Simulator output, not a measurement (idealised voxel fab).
process module | voxel gate over fins
cross-section cut | 215 nm wide | cells 5 nm
A cross-section is a grid of square cells, given in bands from the top down. A band is one or more rows of cells.
Each band's line starts with the height of the band's top and of its bottom, in nm. Then come its materials from left to right, each with its width in nm. One material with "throughout" fills the band from edge to edge. "air" is empty space.
Height 0 is the level under which the wafer as received is all one material. The lowest band goes on downwards, as in "0 down".
A width such as "30 to 40" changes by the same amount from each row of cells to the next, from the band's top row to its bottom row.
"no change" after a step means that no cell of the cross-section changed.
closed voids: empty space of 8 cells or more with no open way to the top, each as width x height at its distance from the left edge, in nm
after a step's settings: what the simulator itself notes on the step
overlay nm, on a step with a mask: how far to the right of its planned place the mask lay; to the left if negative
plan
1 op RECEIVE | material Si
2 op CONFORMAL_DEP | material SiN | thk nm 10
3 op MASKED_ETCH | tone cover | mask id FINS | width nm 15 | pitch nm 40 | etch materials SiN | depth nm 10 | overlay nm 0
4 op MASKED_ETCH | tone cover | mask id FINS | width nm 15 | pitch nm 40 | etch materials Si | depth nm 35 | overlay nm 0
5 op OXIDIZE | depth nm 5
6 op FILL_DEP | material SiO2 | thk nm 5
7 op CMP | height nm 10
8 op SELECTIVE_ETCH | etch materials SiO2 | depth nm 20
9 op STRIP | etch materials SiN
10 op CONFORMAL_DEP | material HfO2 | thk nm 5
11 op CONFORMAL_DEP | material TiN | thk nm 5
12 op CONFORMAL_DEP | material TiAl | thk nm 5
13 op CONFORMAL_DEP | material TiN | thk nm 5
14 op FILL_DEP | material W | thk nm 10
15 op CMP | height nm 25
16 op CONFORMAL_DEP | material SiCN | thk nm 10
as received, after step 1
  0 down: Si throughout
  closed voids: none
a wafer at the end: this start, this plan, one mistake
  40 to 25: SiCN throughout
  25 to 20: W throughout
  20 to 15: W 65 | TiN 85 | W 65
  15 to 10: W 65 | TiN 5 | TiAl 35 | TiN 5 | TiAl 35 | TiN 5 | W 65
  10 to 5: TiN 70 | TiAl 5 | TiN 25 | TiAl 5 | TiN 5 | TiAl 5 | TiN 25 | TiAl 5 | TiN 70
  5 to 0: TiAl 75 | TiN 5 | HfO2 15 | TiN 5 | TiAl 15 | TiN 5 | HfO2 15 | TiN 5 | TiAl 75
  0 to -5: TiN 80 | HfO2 5 | Si 5 | HfO2 5 | TiN 25 | HfO2 5 | Si 5 | HfO2 5 | TiN 80
  -5 to -10: HfO2 85 | Si 5 | HfO2 35 | Si 5 | HfO2 85
  -10 to -40: SiO2 85 | Si 5 | SiO2 35 | Si 5 | SiO2 85
  -40 down: Si throughout
  closed voids: none
what went wrong: step 16 ran as: op CONFORMAL_DEP | material SiCN | thk nm 15
